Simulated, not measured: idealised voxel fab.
process module | voxel double patterning
cross-section cut | 200 nm wide | cells 5 nm
A cross-section is a grid of square cells, given in bands from the top down. A band is one or more rows of cells.
Each band's line starts with the height of the band's top and of its bottom, in nm. Then come its materials from left to right, each with its width in nm. One material with "throughout" fills the band from edge to edge. "air" is empty space.
Height 0 is the level under which the wafer as received is all one material. The lowest band goes on downwards, as in "0 down".
A width such as "30 to 40" changes by the same amount from each row of cells to the next, from the band's top row to its bottom row.
"no change" after a step means that no cell of the cross-section changed.
closed voids: empty space of 8 cells or more with no open way to the top, each as width x height at its distance from the left edge, in nm
after a step's settings: what the simulator itself notes on the step
overlay nm, on a step with a mask: how far to the right of its planned place the mask lay; to the left if negative
plan
1 op RECEIVE | material Si
2 op CONFORMAL_DEP | material SiN | thk nm 5
3 op DIRECTIONAL_DEP | material SiO2 | thk nm 20
4 op DIRECTIONAL_DEP | material SiCN | thk nm 10
5 op DIRECTIONAL_DEP | material aC | thk nm 10
6 op PATTERN | tone open | mask id FIRST | material resist | width nm 15 | pitch nm 50 | thk nm 30 | overlay nm 0
7 op DIRECTIONAL_ETCH | etch materials aC | depth nm 10
8 op STRIP | etch materials resist
9 op DIRECTIONAL_ETCH | etch materials SiCN | depth nm 10
10 op STRIP | etch materials aC
11 op MASKED_ETCH | tone open | mask id SECOND | width nm 15 | etch materials SiCN | depth nm 10 | overlay nm 0
12 op DIRECTIONAL_ETCH | etch materials SiO2 | depth nm 20
13 op STRIP | etch materials SiCN
as received, after step 1
  0 down: Si throughout
  closed voids: none
a wafer at the end: this start, this plan, one mistake
  25 to 5: air 65 | SiO2 15 | air 35 | SiO2 15 | air 70
  5 to 0: SiN throughout
  0 down: Si throughout
  closed voids: none
what went wrong: step 6 ran as: op PATTERN | tone cover | mask id FIRST | material resist | width nm 15 | pitch nm 50 | thk nm 30 | overlay nm 0
